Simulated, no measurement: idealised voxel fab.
The name of this process module is voxel fin reveal.
The cross-section on display is named cut; it measures 275 nm wide, and its cells are 5 nm squares.
Cross-section, as written here: a square-cell grid given band by band from the top down, where a band holds one or more rows of cells.
First you get the band's top height and its bottom height, in nm, and then the materials it's made of, left to right, with each width in nm. If you see a single material with "everywhere", that one covers the band edge to edge. "air" is empty space.
Heights are expressed relative to 0, this being the level below which the as-received wafer comprises one material exclusively. The lowest band is unbounded in the downward direction and is denoted as in "from 0 down".
Top row gets the first number, bottom row gets the second, and each row in between changes by the same step: that is how a band width like "30->40" works.
No cell of the cross-section changed in a step that is given as "left unchanged".
Under "Enclosed empty spaces" you'll find the enclosed gaps, the ones with no way out to the top, that are 8 cells or bigger; each reads width x height at distance, with distance counted from the left edge, everything in nm.
The remark found on a step's line after its settings is issued by the simulator itself and pertains to that step.
The "overlay nm" setting may appear on a step's line; for a step that uses a mask, it gives how far to the right of its planned position the mask lay, and a negative value indicates the left.

-- So here's the lineup of process steps we planned
| 1 | RECEIVE, material Si |
| 2 | CONFORMAL_DEP, material SiN, thk nm 10 |
| 3 | PATTERN, tone cover, mask id FINS, material resist, width nm 15, pitch nm 35, thk nm 20, overlay nm 0 |
| 4 | DIRECTIONAL_ETCH, etch materials SiN, depth nm 10 |
| 5 | DIRECTIONAL_ETCH, etch materials Si, depth nm 40 |
| 6 | STRIP, etch materials resist |
| 7 | OXIDIZE, depth nm 5 |
| 8 | FILL_DEP, material SiO2, thk nm 15 |
| 9 | CMP, height nm 10 |
| 10 | SELECTIVE_ETCH, etch materials SiO2, depth nm 25 |
| 11 | STRIP, etch materials SiN |
| 12 | CONFORMAL_DEP, material HfO2, thk nm 5 |

-- Incoming wafer in cross-section (state: after step 1)
  from 0 down | Si everywhere
  Enclosed empty spaces: none

-- Result of the module, cross-sectioned: start per above, plan per above, one error in how it was run
  from 5 to 0 | 110 nm air | 15 nm HfO2 | 20 nm air | 15 nm HfO2 | 115 nm air
  from 0 to -10 | 110 nm air | 5 nm HfO2 | 5 nm Si | 5 nm HfO2 | 20 nm air | 5 nm HfO2 | 5 nm Si | 5 nm HfO2 | 115 nm air
  from -10 to -15 | 90 nm HfO2 | 20 nm air | 5 nm HfO2 | 5 nm Si | 5 nm HfO2 | 20 nm air | 5 nm HfO2 | 5 nm Si | 5 nm HfO2 | 20 nm air | 95 nm HfO2
  from -15 to -20 | 85 nm SiO2 | 5 nm HfO2 | 20 nm air | 5 nm HfO2 | 5 nm Si | 5 nm HfO2 | 20 nm air | 5 nm HfO2 | 5 nm Si | 5 nm HfO2 | 20 nm air | 5 nm HfO2 | 90 nm SiO2
  from -20 to -25 | 85 nm SiO2 | 30 nm HfO2 | 5 nm Si | 30 nm HfO2 | 5 nm Si | 30 nm HfO2 | 90 nm SiO2
  from -25 to -45 | 115 nm SiO2 | 5 nm Si | 30 nm SiO2 | 5 nm Si | 120 nm SiO2
  from -45 down | Si everywhere
  Enclosed empty spaces: none
The mistake made against the process plan was this: the processing plan was not followed for steps 10 and 11, which were run with their positions exchanged
